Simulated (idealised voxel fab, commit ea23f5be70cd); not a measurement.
Module name: voxel ribs on slabs (process module)
We display cut, a cross-section 290 nm in width whose square cells are each 5 nm.
We lay out every cross-section as a grid of square cells and spell it out in bands from the top down, where one band means one or more rows of cells. Read a band's entry like this: the first values are the height of its top and the height of its bottom in nm, and what follows is the sequence of materials from left to right, each with its width in nm. Note that "empty" is empty space, and that a single material marked "everywhere" reaches across the band from edge to edge. Zero point of the height axis is 0; under it, received wafer = one material. Lowest band: continues down indefinitely, "top 0, no bottom". Think of "30 to 40" as a width that walks from the first number to the second as you go down the band, top row to bottom row, taking equal-sized steps from row to row. "no alterations made" means the step left every cell of the cross-section as it was. What "Closed cavities" gives you is every empty space of 8 cells or more that is cut off from the top. Each appears as width x height at distance, with the distance taken from the left edge and width, height and distance all in nm. On a step's line, text after the settings is the simulator commenting on that step. When a step includes a mask, the "overlay nm" setting on its line states how far to the right of its planned place that mask lay, and negative values state how far to the left.

### List of planned process steps
1: RECEIVE [material Si]
2: DIRECTIONAL_DEP [material SiO2] [thk nm 30]
3: DIRECTIONAL_DEP [material SiN] [thk nm 15]
4: DIRECTIONAL_DEP [material aC] [thk nm 15]
5: PATTERN [tone cover] [mask id RIB] [material resist] [width nm 15] [thk nm 35] [overlay nm 0]
6: DIRECTIONAL_ETCH [etch materials aC] [depth nm 15]
7: STRIP [etch materials resist]
8: DIRECTIONAL_ETCH [etch materials SiN] [depth nm 10]
9: STRIP [etch materials aC]
10: DIRECTIONAL_DEP [material aC] [thk nm 10]
11: PATTERN [tone cover] [mask id SLAB] [material resist] [width nm 65] [thk nm 30] [overlay nm 0]
12: DIRECTIONAL_ETCH [etch materials aC] [depth nm 10]
13: STRIP [etch materials resist]
14: DIRECTIONAL_ETCH [etch materials SiN] [depth nm 5]
15: STRIP [etch materials aC]
16: FILL_DEP [material SiO2] [thk nm 25]
17: CMP [height nm 65]
18: DIRECTIONAL_DEP [material TiN] [thk nm 10]
19: MASKED_ETCH [tone cover] [mask id HEATER] [width nm 25] [etch materials TiN] [depth nm 10] [overlay nm 0]
20: CONFORMAL_DEP [material SiO2] [thk nm 5]

### Wafer at receipt (post step 1), cross-section
> top 0, no bottom | Si everywhere
> Closed cavities: none

### One mistake in running the module, otherwise start and plan as above: cross-section at the end
> top 80, bottom 75 | 120 nm empty  45 nm SiO2  125 nm empty
> top 75, bottom 70 | 120 nm empty  5 nm SiO2  35 nm TiN  5 nm SiO2  125 nm empty
> top 70, bottom 65 | 125 nm SiO2  35 nm TiN  130 nm SiO2
> top 65, bottom 45 | SiO2 everywhere
> top 45, bottom 35 | 135 nm SiO2  15 nm SiN  140 nm SiO2
> top 35, bottom 30 | 110 nm SiO2  65 nm SiN  115 nm SiO2
> top 30, bottom 0 | SiO2 everywhere
> top 0, no bottom | Si everywhere
> Closed cavities: none
What was the processing mistake? step 19 deviated from plan and actually ran as MASKED_ETCH [tone cover] [mask id HEATER] [width nm 35] [etch materials TiN] [depth nm 10] [overlay nm 0]
